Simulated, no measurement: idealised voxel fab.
The name of this process module is voxel capacitor over wiring.
Square cells of 5 nm make up the cross-section cut, whose width is 275 nm.
In what follows, cross-sections appear as grids of square cells, described through bands that run from the top down, where every band is one or more rows of cells. Basically the band line says how high the top is and how high the bottom is, in nm, and then what's in it from left to right, every material with its width in nm. Empty space shows up as "blank", and if a single material carries "everywhere" it runs the full band edge to edge. Where do heights start? At 0: under that level the wafer as delivered is made of one material only. And the lowest band has no floor; it just carries on downward, as in "0 down". A width such as "30..40" changes by the same amount from each row of cells to the next, from the band's top row to its bottom row. "nothing got changed" -> step changed no cross-section cell. Each empty space that has no open way to the top and spans at least 8 cells appears under "Tabulated closed voids" as width x height at distance, the distance counted from the left edge, all in nm. Where a step's line continues beyond its settings, the continuation is a remark by the simulator itself on that step. When a step includes a mask, the "overlay nm" setting on its line states how far to the right of its planned place that mask lay, and negative values state how far to the left.
Planned process steps:
1. RECEIVE [material Si]
2. CONFORMAL_DEP [material SiO2] [thk nm 15]
3. CONFORMAL_DEP [material SiCN] [thk nm 5]
4. DIRECTIONAL_DEP [material lowk] [thk nm 25]
5. PATTERN [tone open] [mask id METAL_1] [material resist] [width nm 20] [pitch nm 80] [thk nm 15] [overlay nm 0]
6. DIRECTIONAL_ETCH [etch materials lowk] [depth nm 25]
7. DIRECTIONAL_ETCH [etch materials SiCN] [depth nm 5]
8. STRIP [etch materials resist]
9. CONFORMAL_DEP [material TiN] [thk nm 5]
10. FILL_DEP [material W] [thk nm 10]
11. CMP [height nm 45]
12. EPI [material Ru] [thk nm 5]
13. FILL_DEP [material SiCN] [thk nm 5]
14. DIRECTIONAL_DEP [material SiO2] [thk nm 10]
15. PATTERN [tone open] [mask id PLUG_1] [material resist] [width nm 15] [thk nm 15] [overlay nm 0]
16. DIRECTIONAL_ETCH [etch materials SiO2] [depth nm 10]
17. DIRECTIONAL_ETCH [etch materials SiCN] [depth nm 5]
18. STRIP [etch materials resist]
19. CONFORMAL_DEP [material TiN] [thk nm 5]
20. FILL_DEP [material W] [thk nm 5]
21. CMP [height nm 65]
22. DIRECTIONAL_DEP [material TiN] [thk nm 5]
23. DIRECTIONAL_DEP [material SiN] [thk nm 5]
24. DIRECTIONAL_DEP [material TiN] [thk nm 10]
25. DIRECTIONAL_DEP [material aC] [thk nm 15]
26. PATTERN [tone cover] [mask id UPPER_PLATE] [material resist] [width nm 65] [thk nm 30] [overlay nm 0]
27. DIRECTIONAL_ETCH [etch materials aC] [depth nm 15]
28. STRIP [etch materials resist]
29. DIRECTIONAL_ETCH [etch materials TiN] [depth nm 10]
30. DIRECTIONAL_ETCH [etch materials SiN] [depth nm 5]
31. STRIP [etch materials aC]
32. PATTERN [tone cover] [mask id LOWER_PLATE] [material resist] [width nm 75] [thk nm 15] [overlay nm 0]
33. DIRECTIONAL_ETCH [etch materials TiN] [depth nm 5]
34. STRIP [etch materials resist]
35. FILL_DEP [material SiO2] [thk nm 15]
36. CMP [height nm 95]
37. MASKED_ETCH [tone open] [mask id PLUG_2] [width nm 15] [etch materials SiO2] [depth nm 10] [overlay nm 0]
38. CONFORMAL_DEP [material TiN] [thk nm 5]
39. FILL_DEP [material Ru] [thk nm 5]
40. CMP [height nm 95]
41. CONFORMAL_DEP [material SiN] [thk nm 5]
Same starting wafers, different thk nm at step 19. Plan value belongs to the first wafer.
Here's the first of the wafers in cross-section, just as we got it, i.e. after step 1:
    0 down  Si everywhere
    Tabulated closed voids: none
first wafer at the end, after step 41:
    100 to 95  SiN everywhere
    95 to 90  SiO2=100, TiN=5, Ru=5, TiN=5, SiO2=160
    90 to 85  SiO2=100, TiN=15, SiO2=160
    85 to 75  SiO2=90, TiN=65, SiO2=120
    75 to 70  SiO2=90, SiN=65, SiO2=120
    70 to 65  SiO2=85, TiN=75, SiO2=115
    65 to 55  SiO2=90, TiN=5, W=5, TiN=5, SiO2=170
    55 to 50  SiCN=90, TiN=15, SiCN=170
    50 to 45  SiCN=80, Ru=30, SiCN=50, Ru=30, SiCN=85
    45 to 20  lowk=85, TiN=5, W=10, TiN=5, lowk=60, TiN=5, W=10, TiN=5, lowk=90
    20 to 15  SiCN=85, TiN=20, SiCN=60, TiN=20, SiCN=90
    15 to 0  SiO2 everywhere
    0 down  Si everywhere
    Tabulated closed voids: none
The module's end: a cross-section of the last wafer:
    100 to 95  SiN everywhere
    95 to 90  SiO2=100, TiN=5, Ru=5, TiN=5, SiO2=160
    90 to 85  SiO2=100, TiN=15, SiO2=160
    85 to 75  SiO2=90, TiN=65, SiO2=120
    75 to 70  SiO2=90, SiN=65, SiO2=120
    70 to 65  SiO2=85, TiN=75, SiO2=115
    65 to 55  SiO2=90, TiN=15, SiO2=170
    55 to 50  SiCN=90, TiN=15, SiCN=170
    50 to 45  SiCN=80, Ru=30, SiCN=50, Ru=30, SiCN=85
    45 to 20  lowk=85, TiN=5, W=10, TiN=5, lowk=60, TiN=5, W=10, TiN=5, lowk=90
    20 to 15  SiCN=85, TiN=20, SiCN=60, TiN=20, SiCN=90
    15 to 0  SiO2 everywhere
    0 down  Si everywhere
    Tabulated closed voids: none
End of module, by wafer: material-by-material cell gain (+) or loss (-) since receipt, then closed voids:
thk nm 5; +13 Ru; +142 SiCN; +68 SiN; +539 SiO2; +81 TiN; +22 W; +235 lowk; Tabulated closed voids: none
thk nm 10; +13 Ru; +142 SiCN; +68 SiN; +539 SiO2; +83 TiN; +20 W; +235 lowk; Tabulated closed voids: none
thk nm 15; +13 Ru; +142 SiCN; +68 SiN; +539 SiO2; +83 TiN; +20 W; +235 lowk; Tabulated closed voids: none
thk nm 20; +13 Ru; +142 SiCN; +68 SiN; +539 SiO2; +83 TiN; +20 W; +235 lowk; Tabulated closed voids: none
